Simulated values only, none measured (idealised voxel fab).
process module | voxel spacer lines
cross-section cut | 265 nm wide | cells 5 nm
A cross-section is a grid of square cells, given in bands from the top down. A band is one or more rows of cells.
Each band's line starts with the height of the band's top and of its bottom, in nm. Then come its materials from left to right, each with its width in nm. One material with "throughout" fills the band from edge to edge. "air" is empty space.
Height 0 is the level under which the wafer as received is all one material. The lowest band goes on downwards, as in "0 down".
A width such as "30 to 40" changes by the same amount from each row of cells to the next, from the band's top row to its bottom row.
"no change" after a step means that no cell of the cross-section changed.
closed voids: empty space of 8 cells or more with no open way to the top, each as width x height at its distance from the left edge, in nm
after a step's settings: what the simulator itself notes on the step
overlay nm, on a step with a mask: how far to the right of its planned place the mask lay; to the left if negative
plan
1 op RECEIVE | material Si
2 op CONFORMAL_DEP | material Al2O3 | thk nm 10
3 op DIRECTIONAL_DEP | material TiN | thk nm 10
4 op DIRECTIONAL_DEP | material aC | thk nm 25
5 op PATTERN | tone cover | mask id MANDREL | material resist | width nm 20 | pitch nm 70 | thk nm 35 | overlay nm 0
6 op DIRECTIONAL_ETCH | etch materials aC | depth nm 25
7 op STRIP | etch materials resist
8 op CONFORMAL_DEP | material SiO2 | thk nm 15
9 op DIRECTIONAL_ETCH | etch materials SiO2 | depth nm 15
10 op STRIP | etch materials aC
11 op DIRECTIONAL_ETCH | etch materials TiN | depth nm 10
12 op STRIP | etch materials SiO2
as received, after step 1
  0 down: Si throughout
  closed voids: none
first wafer at the end, as planned
  20 to 10: air 35 | TiN 15 | air 20 | TiN 15 | air 20 | TiN 15 | air 20 | TiN 15 | air 20 | TiN 15 | air 20 | TiN 15 | air 40
  10 to 0: Al2O3 throughout
  0 down: Si throughout
  closed voids: none
second wafer at the end: like start, like plan, one mistake
  20 to 10: air 40 | TiN 10 | air 20 | TiN 10 | air 30 | TiN 10 | air 20 | TiN 10 | air 30 | TiN 10 | air 20 | TiN 10 | air 45
  10 to 0: Al2O3 throughout
  0 down: Si throughout
  closed voids: none
what went wrong: step 8 ran as: op CONFORMAL_DEP | material SiO2 | thk nm 10
at the end the second wafer has, in cells: 12 fewer of TiN
